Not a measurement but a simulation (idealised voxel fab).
process module | voxel wiring stack
cross-section cut | 200 nm wide | cells 5 nm
A cross-section is a grid of square cells, given in bands from the top down. A band is one or more rows of cells.
Each band's line starts with the height of the band's top and of its bottom, in nm. Then come its materials from left to right, each with its width in nm. One material with "throughout" fills the band from edge to edge. "air" is empty space.
Height 0 is the level under which the wafer as received is all one material. The lowest band goes on downwards, as in "0 down".
A width such as "30 to 40" changes by the same amount from each row of cells to the next, from the band's top row to its bottom row.
"no change" after a step means that no cell of the cross-section changed.
closed voids: empty space of 8 cells or more with no open way to the top, each as width x height at its distance from the left edge, in nm
after a step's settings: what the simulator itself notes on the step
overlay nm, on a step with a mask: how far to the right of its planned place the mask lay; to the left if negative
plan
1 op RECEIVE | material Si
2 op CONFORMAL_DEP | material SiO2 | thk nm 15
3 op CONFORMAL_DEP | material SiN | thk nm 5
4 op DIRECTIONAL_DEP | material SiO2 | thk nm 15
5 op DIRECTIONAL_DEP | material aC | thk nm 15
6 op PATTERN | tone open | mask id METAL_1 | material resist | width nm 25 | pitch nm 55 | thk nm 30 | overlay nm 0
7 op DIRECTIONAL_ETCH | etch materials aC | depth nm 15
8 op STRIP | etch materials resist
9 op DIRECTIONAL_ETCH | etch materials SiO2 | depth nm 15
10 op DIRECTIONAL_ETCH | etch materials SiN | depth nm 5
11 op STRIP | etch materials aC
12 op CONFORMAL_DEP | material TiN | thk nm 5
13 op FILL_DEP | material Cu | thk nm 5
14 op CMP | height nm 35
15 op EPI | material Ru | thk nm 5
16 op FILL_DEP | material SiCN | thk nm 5
17 op DIRECTIONAL_DEP | material lowk | thk nm 20
18 op DIRECTIONAL_DEP | material aC | thk nm 15
19 op PATTERN | tone open | mask id PLUG_1 | material resist | width nm 15 | pitch nm 110 | thk nm 30 | overlay nm 0
20 op DIRECTIONAL_ETCH | etch materials aC | depth nm 15
21 op STRIP | etch materials resist
22 op DIRECTIONAL_ETCH | etch materials lowk | depth nm 20
23 op DIRECTIONAL_ETCH | etch materials SiCN | depth nm 5
24 op STRIP | etch materials aC
25 op EPI | material Ru | thk nm 10
26 op EPI | material Ru | thk nm 10
27 op EPI | material Ru | thk nm 5
28 op CONFORMAL_DEP | material SiN | thk nm 5
29 op DIRECTIONAL_DEP | material lowk | thk nm 20
30 op MASKED_ETCH | tone open | mask id METAL_2 | width nm 25 | pitch nm 55 | etch materials lowk | depth nm 20 | overlay nm 0
31 op MASKED_ETCH | tone open | mask id METAL_2 | width nm 25 | pitch nm 55 | etch materials SiN | depth nm 5 | overlay nm 0
32 op CONFORMAL_DEP | material TiN | thk nm 5
33 op FILL_DEP | material Ru | thk nm 5
34 op CMP | height nm 90
35 op EPI | material Ru | thk nm 5
36 op FILL_DEP | material SiCN | thk nm 5
37 op DIRECTIONAL_DEP | material lowk | thk nm 30
38 op PATTERN | tone open | mask id METAL_3_HOLES | material resist | width nm 15 | pitch nm 110 | thk nm 15 | overlay nm 0
39 op DIRECTIONAL_ETCH | etch materials lowk | depth nm 30
40 op STRIP | etch materials resist
41 op MASKED_ETCH | tone open | mask id METAL_3 | width nm 25 | pitch nm 55 | etch materials lowk | depth nm 15 | overlay nm 0
42 op MASKED_ETCH | tone open | mask id METAL_3 | width nm 25 | pitch nm 55 | etch materials SiCN | depth nm 5 | overlay nm 0
43 op CONFORMAL_DEP | material TiN | thk nm 5
44 op FILL_DEP | material Cu | thk nm 10
45 op CMP | height nm 130
46 op CONFORMAL_DEP | material SiCN | thk nm 5
47 op DIRECTIONAL_DEP | material SiO2 | thk nm 20
48 op MASKED_ETCH | tone open | mask id PLUG_3 | width nm 15 | pitch nm 110 | etch materials SiO2 | depth nm 20 | overlay nm 0
49 op MASKED_ETCH | tone open | mask id PLUG_3 | width nm 15 | pitch nm 110 | etch materials SiCN | depth nm 5 | overlay nm 0
50 op EPI | material Ru | thk nm 10
51 op EPI | material Ru | thk nm 10
52 op EPI | material Ru | thk nm 5
53 op CONFORMAL_DEP | material SiN | thk nm 5
54 op DIRECTIONAL_DEP | material SiO2 | thk nm 25
55 op PATTERN | tone open | mask id METAL_4 | material resist | width nm 25 | pitch nm 55 | thk nm 20 | overlay nm 0
56 op DIRECTIONAL_ETCH | etch materials SiO2 | depth nm 25
57 op DIRECTIONAL_ETCH | etch materials SiN | depth nm 5
58 op STRIP | etch materials resist
59 op CONFORMAL_DEP | material TiN | thk nm 5
60 op FILL_DEP | material Cu | thk nm 5
61 op CMP | height nm 185
62 op CONFORMAL_DEP | material SiN | thk nm 5
first wafer, as planned
as received, after step 1
  0 down: Si throughout
  closed voids: none
after step 2
  15 to 0: SiO2 throughout
  below 0: unchanged
after step 3
  20 to 15: SiN throughout
  below 15: unchanged
after step 4
  35 to 20: SiO2 throughout
  below 20: unchanged
after step 5
  50 to 35: aC throughout
  below 35: unchanged
after step 6
  80 to 50: resist 30 | air 25 | resist 30 | air 25 | resist 30 | air 25 | resist 35
  below 50: unchanged
after step 7
  65 to 50: resist 30 | air 25 | resist 30 | air 25 | resist 30 | air 25 | resist 35
  50 to 35: aC 30 | air 25 | aC 30 | air 25 | aC 30 | air 25 | aC 35
  below 35: unchanged
after step 8
  50 to 35: aC 30 | air 25 | aC 30 | air 25 | aC 30 | air 25 | aC 35
  below 35: unchanged
after step 9
  50 to 35: aC 30 | air 25 | aC 30 | air 25 | aC 30 | air 25 | aC 35
  35 to 20: SiO2 30 | air 25 | SiO2 30 | air 25 | SiO2 30 | air 25 | SiO2 35
  below 20: unchanged
after step 10
  50 to 35: aC 30 | air 25 | aC 30 | air 25 | aC 30 | air 25 | aC 35
  35 to 20: SiO2 30 | air 25 | SiO2 30 | air 25 | SiO2 30 | air 25 | SiO2 35
  20 to 15: SiN 30 | air 25 | SiN 30 | air 25 | SiN 30 | air 25 | SiN 35
  below 15: unchanged
after step 11
  35 to 20: SiO2 30 | air 25 | SiO2 30 | air 25 | SiO2 30 | air 25 | SiO2 35
  below 20: unchanged
after step 12
  40 to 35: TiN 35 | air 15 | TiN 40 | air 15 | TiN 40 | air 15 | TiN 40
  35 to 20: SiO2 30 | TiN 5 | air 15 | TiN 5 | SiO2 30 | TiN 5 | air 15 | TiN 5 | SiO2 30 | TiN 5 | air 15 | TiN 5 | SiO2 35
  20 to 15: SiN 30 | TiN 25 | SiN 30 | TiN 25 | SiN 30 | TiN 25 | SiN 35
  below 15: unchanged
after step 13
  45 to 40: Cu throughout
  40 to 35: TiN 35 | Cu 15 | TiN 40 | Cu 15 | TiN 40 | Cu 15 | TiN 40
  35 to 20: SiO2 30 | TiN 5 | Cu 15 | TiN 5 | SiO2 30 | TiN 5 | Cu 15 | TiN 5 | SiO2 30 | TiN 5 | Cu 15 | TiN 5 | SiO2 35
  below 20: unchanged
after step 14
  35 to 20: SiO2 30 | TiN 5 | Cu 15 | TiN 5 | SiO2 30 | TiN 5 | Cu 15 | TiN 5 | SiO2 30 | TiN 5 | Cu 15 | TiN 5 | SiO2 35
  below 20: unchanged
after step 15
  40 to 35: air 25 | Ru 35 | air 20 | Ru 35 | air 20 | Ru 35 | air 30
  below 35: unchanged
after step 16
  45 to 40: SiCN throughout
  40 to 35: SiCN 25 | Ru 35 | SiCN 20 | Ru 35 | SiCN 20 | Ru 35 | SiCN 30
  below 35: unchanged
after step 17
  65 to 45: lowk throughout
  below 45: unchanged
after step 18
  80 to 65: aC throughout
  below 65: unchanged
after step 19
  110 to 80: resist 30 | air 15 | resist 95 | air 15 | resist 45
  below 80: unchanged
after step 20
  95 to 80: resist 30 | air 15 | resist 95 | air 15 | resist 45
  80 to 65: aC 30 | air 15 | aC 95 | air 15 | aC 45
  below 65: unchanged
after step 21
  80 to 65: aC 30 | air 15 | aC 95 | air 15 | aC 45
  below 65: unchanged
after step 22
  80 to 65: aC 30 | air 15 | aC 95 | air 15 | aC 45
  65 to 45: lowk 30 | air 15 | lowk 95 | air 15 | lowk 45
  below 45: unchanged
after step 23
  80 to 65: aC 30 | air 15 | aC 95 | air 15 | aC 45
  65 to 45: lowk 30 | air 15 | lowk 95 | air 15 | lowk 45
  45 to 40: SiCN 30 | air 15 | SiCN 95 | air 15 | SiCN 45
  below 40: unchanged
after step 24
  65 to 45: lowk 30 | air 15 | lowk 95 | air 15 | lowk 45
  below 45: unchanged
after step 25
  65 to 50: lowk 30 | air 15 | lowk 95 | air 15 | lowk 45
  50 to 45: lowk 30 | Ru 15 | lowk 95 | Ru 15 | lowk 45
  45 to 40: SiCN 30 | Ru 15 | SiCN 95 | Ru 15 | SiCN 45
  below 40: unchanged
after step 26
  65 to 60: lowk 30 | air 15 | lowk 95 | air 15 | lowk 45
  60 to 45: lowk 30 | Ru 15 | lowk 95 | Ru 15 | lowk 45
  below 45: unchanged
after step 27
  65 to 45: lowk 30 | Ru 15 | lowk 95 | Ru 15 | lowk 45
  below 45: unchanged
after step 28
  70 to 65: SiN throughout
  below 65: unchanged
after step 29
  90 to 70: lowk throughout
  below 70: unchanged
after step 30
  90 to 70: lowk 30 | air 25 | lowk 30 | air 25 | lowk 30 | air 25 | lowk 35
  below 70: unchanged
after step 31
  90 to 70: lowk 30 | air 25 | lowk 30 | air 25 | lowk 30 | air 25 | lowk 35
  70 to 65: SiN 30 | air 25 | SiN 30 | air 25 | SiN 30 | air 25 | SiN 35
  below 65: unchanged
after step 32
  95 to 90: TiN 35 | air 15 | TiN 40 | air 15 | TiN 40 | air 15 | TiN 40
  90 to 70: lowk 30 | TiN 5 | air 15 | TiN 5 | lowk 30 | TiN 5 | air 15 | TiN 5 | lowk 30 | TiN 5 | air 15 | TiN 5 | lowk 35
  70 to 65: SiN 30 | TiN 25 | SiN 30 | TiN 25 | SiN 30 | TiN 25 | SiN 35
  below 65: unchanged
after step 33
  100 to 95: Ru throughout
  95 to 90: TiN 35 | Ru 15 | TiN 40 | Ru 15 | TiN 40 | Ru 15 | TiN 40
  90 to 70: lowk 30 | TiN 5 | Ru 15 | TiN 5 | lowk 30 | TiN 5 | Ru 15 | TiN 5 | lowk 30 | TiN 5 | Ru 15 | TiN 5 | lowk 35
  below 70: unchanged
after step 34
  90 to 70: lowk 30 | TiN 5 | Ru 15 | TiN 5 | lowk 30 | TiN 5 | Ru 15 | TiN 5 | lowk 30 | TiN 5 | Ru 15 | TiN 5 | lowk 35
  below 70: unchanged
after step 35
  95 to 90: air 25 | Ru 35 | air 20 | Ru 35 | air 20 | Ru 35 | air 30
  below 90: unchanged
after step 36
  100 to 95: SiCN throughout
  95 to 90: SiCN 25 | Ru 35 | SiCN 20 | Ru 35 | SiCN 20 | Ru 35 | SiCN 30
  below 90: unchanged
after step 37
  130 to 100: lowk throughout
  below 100: unchanged
after step 38
  145 to 130: resist 30 | air 15 | resist 95 | air 15 | resist 45
  below 130: unchanged
after step 39
  145 to 130: resist 30 | air 15 | resist 95 | air 15 | resist 45
  130 to 100: lowk 30 | air 15 | lowk 95 | air 15 | lowk 45
  below 100: unchanged
after step 40
  130 to 100: lowk 30 | air 15 | lowk 95 | air 15 | lowk 45
  below 100: unchanged
after step 41
  130 to 115: lowk 30 | air 25 | lowk 30 | air 25 | lowk 30 | air 25 | lowk 35
  below 115: unchanged
after step 42
  130 to 115: lowk 30 | air 25 | lowk 30 | air 25 | lowk 30 | air 25 | lowk 35
  115 to 100: lowk 30 | air 15 | lowk 95 | air 15 | lowk 45
  100 to 95: SiCN 30 | air 15 | SiCN 95 | air 15 | SiCN 45
  below 95: unchanged
after step 43
  135 to 130: TiN 35 | air 15 | TiN 40 | air 15 | TiN 40 | air 15 | TiN 40
  130 to 120: lowk 30 | TiN 5 | air 15 | TiN 5 | lowk 30 | TiN 5 | air 15 | TiN 5 | lowk 30 | TiN 5 | air 15 | TiN 5 | lowk 35
  120 to 115: lowk 30 | TiN 5 | air 5 | TiN 15 | lowk 30 | TiN 25 | lowk 30 | TiN 5 | air 5 | TiN 15 | lowk 35
  115 to 100: lowk 30 | TiN 5 | air 5 | TiN 5 | lowk 95 | TiN 5 | air 5 | TiN 5 | lowk 45
  100 to 95: SiCN 30 | TiN 15 | SiCN 95 | TiN 15 | SiCN 45
  below 95: unchanged
after step 44
  145 to 135: Cu throughout
  135 to 130: TiN 35 | Cu 15 | TiN 40 | Cu 15 | TiN 40 | Cu 15 | TiN 40
  130 to 120: lowk 30 | TiN 5 | Cu 15 | TiN 5 | lowk 30 | TiN 5 | Cu 15 | TiN 5 | lowk 30 | TiN 5 | Cu 15 | TiN 5 | lowk 35
  120 to 115: lowk 30 | TiN 5 | Cu 5 | TiN 15 | lowk 30 | TiN 25 | lowk 30 | TiN 5 | Cu 5 | TiN 15 | lowk 35
  115 to 100: lowk 30 | TiN 5 | Cu 5 | TiN 5 | lowk 95 | TiN 5 | Cu 5 | TiN 5 | lowk 45
  below 100: unchanged
after step 45
  130 to 120: lowk 30 | TiN 5 | Cu 15 | TiN 5 | lowk 30 | TiN 5 | Cu 15 | TiN 5 | lowk 30 | TiN 5 | Cu 15 | TiN 5 | lowk 35
  below 120: unchanged
after step 46
  135 to 130: SiCN throughout
  below 130: unchanged
after step 47
  155 to 135: SiO2 throughout
  below 135: unchanged
after step 48
  155 to 135: SiO2 30 | air 15 | SiO2 95 | air 15 | SiO2 45
  below 135: unchanged
after step 49
  155 to 135: SiO2 30 | air 15 | SiO2 95 | air 15 | SiO2 45
  135 to 130: SiCN 30 | air 15 | SiCN 95 | air 15 | SiCN 45
  below 130: unchanged
after step 50
  155 to 140: SiO2 30 | air 15 | SiO2 95 | air 15 | SiO2 45
  140 to 135: SiO2 30 | Ru 15 | SiO2 95 | Ru 15 | SiO2 45
  135 to 130: SiCN 30 | Ru 15 | SiCN 95 | Ru 15 | SiCN 45
  below 130: unchanged
after step 51
  155 to 150: SiO2 30 | air 15 | SiO2 95 | air 15 | SiO2 45
  150 to 135: SiO2 30 | Ru 15 | SiO2 95 | Ru 15 | SiO2 45
  below 135: unchanged
after step 52
  155 to 135: SiO2 30 | Ru 15 | SiO2 95 | Ru 15 | SiO2 45
  below 135: unchanged
after step 53
  160 to 155: SiN throughout
  below 155: unchanged
after step 54
  185 to 160: SiO2 throughout
  below 160: unchanged
after step 55
  205 to 185: resist 30 | air 25 | resist 30 | air 25 | resist 30 | air 25 | resist 35
  below 185: unchanged
after step 56
  205 to 185: resist 30 | air 25 | resist 30 | air 25 | resist 30 | air 25 | resist 35
  185 to 160: SiO2 30 | air 25 | SiO2 30 | air 25 | SiO2 30 | air 25 | SiO2 35
  below 160: unchanged
after step 57
  205 to 185: resist 30 | air 25 | resist 30 | air 25 | resist 30 | air 25 | resist 35
  185 to 160: SiO2 30 | air 25 | SiO2 30 | air 25 | SiO2 30 | air 25 | SiO2 35
  160 to 155: SiN 30 | air 25 | SiN 30 | air 25 | SiN 30 | air 25 | SiN 35
  below 155: unchanged
after step 58
  185 to 160: SiO2 30 | air 25 | SiO2 30 | air 25 | SiO2 30 | air 25 | SiO2 35
  below 160: unchanged
after step 59
  190 to 185: TiN 35 | air 15 | TiN 40 | air 15 | TiN 40 | air 15 | TiN 40
  185 to 160: SiO2 30 | TiN 5 | air 15 | TiN 5 | SiO2 30 | TiN 5 | air 15 | TiN 5 | SiO2 30 | TiN 5 | air 15 | TiN 5 | SiO2 35
  160 to 155: SiN 30 | TiN 25 | SiN 30 | TiN 25 | SiN 30 | TiN 25 | SiN 35
  below 155: unchanged
after step 60
  195 to 190: Cu throughout
  190 to 185: TiN 35 | Cu 15 | TiN 40 | Cu 15 | TiN 40 | Cu 15 | TiN 40
  185 to 160: SiO2 30 | TiN 5 | Cu 15 | TiN 5 | SiO2 30 | TiN 5 | Cu 15 | TiN 5 | SiO2 30 | TiN 5 | Cu 15 | TiN 5 | SiO2 35
  below 160: unchanged
after step 61
  185 to 160: SiO2 30 | TiN 5 | Cu 15 | TiN 5 | SiO2 30 | TiN 5 | Cu 15 | TiN 5 | SiO2 30 | TiN 5 | Cu 15 | TiN 5 | SiO2 35
  below 160: unchanged
after step 62
  190 to 185: SiN throughout
  below 185: unchanged
second wafer: like start, like plan, one mistake. Through step 5 it matches the first wafer
when step 6 should have ended
  80 to 50: resist 35 | air 15 | resist 40 | air 15 | resist 40 | air 15 | resist 40
  below 50: unchanged
when step 7 should have ended
  65 to 50: resist 35 | air 15 | resist 40 | air 15 | resist 40 | air 15 | resist 40
  50 to 35: aC 35 | air 15 | aC 40 | air 15 | aC 40 | air 15 | aC 40
  below 35: unchanged
when step 8 should have ended
  50 to 35: aC 35 | air 15 | aC 40 | air 15 | aC 40 | air 15 | aC 40
  below 35: unchanged
when step 9 should have ended
  50 to 35: aC 35 | air 15 | aC 40 | air 15 | aC 40 | air 15 | aC 40
  35 to 20: SiO2 35 | air 15 | SiO2 40 | air 15 | SiO2 40 | air 15 | SiO2 40
  below 20: unchanged
when step 10 should have ended
  50 to 35: aC 35 | air 15 | aC 40 | air 15 | aC 40 | air 15 | aC 40
  35 to 20: SiO2 35 | air 15 | SiO2 40 | air 15 | SiO2 40 | air 15 | SiO2 40
  20 to 15: SiN 35 | air 15 | SiN 40 | air 15 | SiN 40 | air 15 | SiN 40
  below 15: unchanged
when step 11 should have ended
  35 to 20: SiO2 35 | air 15 | SiO2 40 | air 15 | SiO2 40 | air 15 | SiO2 40
  below 20: unchanged
when step 12 should have ended
  40 to 35: TiN 40 | air 5 | TiN 50 | air 5 | TiN 50 | air 5 | TiN 45
  35 to 20: SiO2 35 | TiN 5 | air 5 | TiN 5 | SiO2 40 | TiN 5 | air 5 | TiN 5 | SiO2 40 | TiN 5 | air 5 | TiN 5 | SiO2 40
  20 to 15: SiN 35 | TiN 15 | SiN 40 | TiN 15 | SiN 40 | TiN 15 | SiN 40
  below 15: unchanged
when step 13 should have ended
  45 to 40: Cu throughout
  40 to 35: TiN 40 | Cu 5 | TiN 50 | Cu 5 | TiN 50 | Cu 5 | TiN 45
  35 to 20: SiO2 35 | TiN 5 | Cu 5 | TiN 5 | SiO2 40 | TiN 5 | Cu 5 | TiN 5 | SiO2 40 | TiN 5 | Cu 5 | TiN 5 | SiO2 40
  below 20: unchanged
when step 14 should have ended
  35 to 20: SiO2 35 | TiN 5 | Cu 5 | TiN 5 | SiO2 40 | TiN 5 | Cu 5 | TiN 5 | SiO2 40 | TiN 5 | Cu 5 | TiN 5 | SiO2 40
  below 20: unchanged
when step 15 should have ended
  40 to 35: air 30 | Ru 25 | air 30 | Ru 25 | air 30 | Ru 25 | air 35
  below 35: unchanged
when step 16 should have ended
  45 to 40: SiCN throughout
  40 to 35: SiCN 30 | Ru 25 | SiCN 30 | Ru 25 | SiCN 30 | Ru 25 | SiCN 35
  below 35: unchanged
when step 17 should have ended
  65 to 45: lowk throughout
  below 45: unchanged
when step 18 should have ended
  80 to 65: aC throughout
  below 65: unchanged
when step 19 should have ended
  110 to 80: resist 30 | air 15 | resist 95 | air 15 | resist 45
  below 80: unchanged
when step 20 should have ended
  95 to 80: resist 30 | air 15 | resist 95 | air 15 | resist 45
  80 to 65: aC 30 | air 15 | aC 95 | air 15 | aC 45
  below 65: unchanged
when step 21 should have ended
  80 to 65: aC 30 | air 15 | aC 95 | air 15 | aC 45
  below 65: unchanged
when step 22 should have ended
  80 to 65: aC 30 | air 15 | aC 95 | air 15 | aC 45
  65 to 45: lowk 30 | air 15 | lowk 95 | air 15 | lowk 45
  below 45: unchanged
when step 23 should have ended
  80 to 65: aC 30 | air 15 | aC 95 | air 15 | aC 45
  65 to 45: lowk 30 | air 15 | lowk 95 | air 15 | lowk 45
  45 to 40: SiCN 30 | air 15 | SiCN 95 | air 15 | SiCN 45
  below 40: unchanged
when step 24 should have ended
  65 to 45: lowk 30 | air 15 | lowk 95 | air 15 | lowk 45
  below 45: unchanged
when step 25 should have ended
  65 to 50: lowk 30 | air 15 | lowk 95 | air 15 | lowk 45
  50 to 45: lowk 30 | Ru 15 | lowk 95 | Ru 15 | lowk 45
  45 to 40: SiCN 30 | Ru 15 | SiCN 95 | Ru 15 | SiCN 45
  below 40: unchanged
when step 26 should have ended
  65 to 60: lowk 30 | air 15 | lowk 95 | air 15 | lowk 45
  60 to 45: lowk 30 | Ru 15 | lowk 95 | Ru 15 | lowk 45
  below 45: unchanged
when step 27 should have ended
  65 to 45: lowk 30 | Ru 15 | lowk 95 | Ru 15 | lowk 45
  below 45: unchanged
when step 28 should have ended
  70 to 65: SiN throughout
  below 65: unchanged
when step 29 should have ended
  90 to 70: lowk throughout
  below 70: unchanged
when step 30 should have ended
  90 to 70: lowk 30 | air 25 | lowk 30 | air 25 | lowk 30 | air 25 | lowk 35
  below 70: unchanged
when step 31 should have ended
  90 to 70: lowk 30 | air 25 | lowk 30 | air 25 | lowk 30 | air 25 | lowk 35
  70 to 65: SiN 30 | air 25 | SiN 30 | air 25 | SiN 30 | air 25 | SiN 35
  below 65: unchanged
when step 32 should have ended
  95 to 90: TiN 35 | air 15 | TiN 40 | air 15 | TiN 40 | air 15 | TiN 40
  90 to 70: lowk 30 | TiN 5 | air 15 | TiN 5 | lowk 30 | TiN 5 | air 15 | TiN 5 | lowk 30 | TiN 5 | air 15 | TiN 5 | lowk 35
  70 to 65: SiN 30 | TiN 25 | SiN 30 | TiN 25 | SiN 30 | TiN 25 | SiN 35
  below 65: unchanged
when step 33 should have ended
  100 to 95: Ru throughout
  95 to 90: TiN 35 | Ru 15 | TiN 40 | Ru 15 | TiN 40 | Ru 15 | TiN 40
  90 to 70: lowk 30 | TiN 5 | Ru 15 | TiN 5 | lowk 30 | TiN 5 | Ru 15 | TiN 5 | lowk 30 | TiN 5 | Ru 15 | TiN 5 | lowk 35
  below 70: unchanged
when step 34 should have ended
  90 to 70: lowk 30 | TiN 5 | Ru 15 | TiN 5 | lowk 30 | TiN 5 | Ru 15 | TiN 5 | lowk 30 | TiN 5 | Ru 15 | TiN 5 | lowk 35
  below 70: unchanged
when step 35 should have ended
  95 to 90: air 25 | Ru 35 | air 20 | Ru 35 | air 20 | Ru 35 | air 30
  below 90: unchanged
when step 36 should have ended
  100 to 95: SiCN throughout
  95 to 90: SiCN 25 | Ru 35 | SiCN 20 | Ru 35 | SiCN 20 | Ru 35 | SiCN 30
  below 90: unchanged
when step 37 should have ended
  130 to 100: lowk throughout
  below 100: unchanged
when step 38 should have ended
  145 to 130: resist 30 | air 15 | resist 95 | air 15 | resist 45
  below 130: unchanged
when step 39 should have ended
  145 to 130: resist 30 | air 15 | resist 95 | air 15 | resist 45
  130 to 100: lowk 30 | air 15 | lowk 95 | air 15 | lowk 45
  below 100: unchanged
when step 40 should have ended
  130 to 100: lowk 30 | air 15 | lowk 95 | air 15 | lowk 45
  below 100: unchanged
when step 41 should have ended
  130 to 115: lowk 30 | air 25 | lowk 30 | air 25 | lowk 30 | air 25 | lowk 35
  below 115: unchanged
when step 42 should have ended
  130 to 115: lowk 30 | air 25 | lowk 30 | air 25 | lowk 30 | air 25 | lowk 35
  115 to 100: lowk 30 | air 15 | lowk 95 | air 15 | lowk 45
  100 to 95: SiCN 30 | air 15 | SiCN 95 | air 15 | SiCN 45
  below 95: unchanged
when step 43 should have ended
  135 to 130: TiN 35 | air 15 | TiN 40 | air 15 | TiN 40 | air 15 | TiN 40
  130 to 120: lowk 30 | TiN 5 | air 15 | TiN 5 | lowk 30 | TiN 5 | air 15 | TiN 5 | lowk 30 | TiN 5 | air 15 | TiN 5 | lowk 35
  120 to 115: lowk 30 | TiN 5 | air 5 | TiN 15 | lowk 30 | TiN 25 | lowk 30 | TiN 5 | air 5 | TiN 15 | lowk 35
  115 to 100: lowk 30 | TiN 5 | air 5 | TiN 5 | lowk 95 | TiN 5 | air 5 | TiN 5 | lowk 45
  100 to 95: SiCN 30 | TiN 15 | SiCN 95 | TiN 15 | SiCN 45
  below 95: unchanged
when step 44 should have ended
  145 to 135: Cu throughout
  135 to 130: TiN 35 | Cu 15 | TiN 40 | Cu 15 | TiN 40 | Cu 15 | TiN 40
  130 to 120: lowk 30 | TiN 5 | Cu 15 | TiN 5 | lowk 30 | TiN 5 | Cu 15 | TiN 5 | lowk 30 | TiN 5 | Cu 15 | TiN 5 | lowk 35
  120 to 115: lowk 30 | TiN 5 | Cu 5 | TiN 15 | lowk 30 | TiN 25 | lowk 30 | TiN 5 | Cu 5 | TiN 15 | lowk 35
  115 to 100: lowk 30 | TiN 5 | Cu 5 | TiN 5 | lowk 95 | TiN 5 | Cu 5 | TiN 5 | lowk 45
  below 100: unchanged
when step 45 should have ended
  130 to 120: lowk 30 | TiN 5 | Cu 15 | TiN 5 | lowk 30 | TiN 5 | Cu 15 | TiN 5 | lowk 30 | TiN 5 | Cu 15 | TiN 5 | lowk 35
  below 120: unchanged
when step 46 should have ended
  135 to 130: SiCN throughout
  below 130: unchanged
when step 47 should have ended
  155 to 135: SiO2 throughout
  below 135: unchanged
when step 48 should have ended
  155 to 135: SiO2 30 | air 15 | SiO2 95 | air 15 | SiO2 45
  below 135: unchanged
when step 49 should have ended
  155 to 135: SiO2 30 | air 15 | SiO2 95 | air 15 | SiO2 45
  135 to 130: SiCN 30 | air 15 | SiCN 95 | air 15 | SiCN 45
  below 130: unchanged
when step 50 should have ended
  155 to 140: SiO2 30 | air 15 | SiO2 95 | air 15 | SiO2 45
  140 to 135: SiO2 30 | Ru 15 | SiO2 95 | Ru 15 | SiO2 45
  135 to 130: SiCN 30 | Ru 15 | SiCN 95 | Ru 15 | SiCN 45
  below 130: unchanged
when step 51 should have ended
  155 to 150: SiO2 30 | air 15 | SiO2 95 | air 15 | SiO2 45
  150 to 135: SiO2 30 | Ru 15 | SiO2 95 | Ru 15 | SiO2 45
  below 135: unchanged
when step 52 should have ended
  155 to 135: SiO2 30 | Ru 15 | SiO2 95 | Ru 15 | SiO2 45
  below 135: unchanged
when step 53 should have ended
  160 to 155: SiN throughout
  below 155: unchanged
when step 54 should have ended
  185 to 160: SiO2 throughout
  below 160: unchanged
when step 55 should have ended
  205 to 185: resist 30 | air 25 | resist 30 | air 25 | resist 30 | air 25 | resist 35
  below 185: unchanged
when step 56 should have ended
  205 to 185: resist 30 | air 25 | resist 30 | air 25 | resist 30 | air 25 | resist 35
  185 to 160: SiO2 30 | air 25 | SiO2 30 | air 25 | SiO2 30 | air 25 | SiO2 35
  below 160: unchanged
when step 57 should have ended
  205 to 185: resist 30 | air 25 | resist 30 | air 25 | resist 30 | air 25 | resist 35
  185 to 160: SiO2 30 | air 25 | SiO2 30 | air 25 | SiO2 30 | air 25 | SiO2 35
  160 to 155: SiN 30 | air 25 | SiN 30 | air 25 | SiN 30 | air 25 | SiN 35
  below 155: unchanged
when step 58 should have ended
  185 to 160: SiO2 30 | air 25 | SiO2 30 | air 25 | SiO2 30 | air 25 | SiO2 35
  below 160: unchanged
when step 59 should have ended
  190 to 185: TiN 35 | air 15 | TiN 40 | air 15 | TiN 40 | air 15 | TiN 40
  185 to 160: SiO2 30 | TiN 5 | air 15 | TiN 5 | SiO2 30 | TiN 5 | air 15 | TiN 5 | SiO2 30 | TiN 5 | air 15 | TiN 5 | SiO2 35
  160 to 155: SiN 30 | TiN 25 | SiN 30 | TiN 25 | SiN 30 | TiN 25 | SiN 35
  below 155: unchanged
when step 60 should have ended
  195 to 190: Cu throughout
  190 to 185: TiN 35 | Cu 15 | TiN 40 | Cu 15 | TiN 40 | Cu 15 | TiN 40
  185 to 160: SiO2 30 | TiN 5 | Cu 15 | TiN 5 | SiO2 30 | TiN 5 | Cu 15 | TiN 5 | SiO2 30 | TiN 5 | Cu 15 | TiN 5 | SiO2 35
  below 160: unchanged
when step 61 should have ended
  185 to 160: SiO2 30 | TiN 5 | Cu 15 | TiN 5 | SiO2 30 | TiN 5 | Cu 15 | TiN 5 | SiO2 30 | TiN 5 | Cu 15 | TiN 5 | SiO2 35
  below 160: unchanged
when step 62 should have ended
  190 to 185: SiN throughout
  below 185: unchanged
what went wrong: step 6 ran as: op PATTERN | tone open | mask id METAL_1 | material resist | width nm 15 | pitch nm 55 | thk nm 30 | overlay nm 0
at the end the second wafer has, in cells: 18 fewer of Cu | 6 fewer of Ru | 6 more of SiCN | 6 more of SiN | 18 more of SiO2 | 6 fewer of TiN
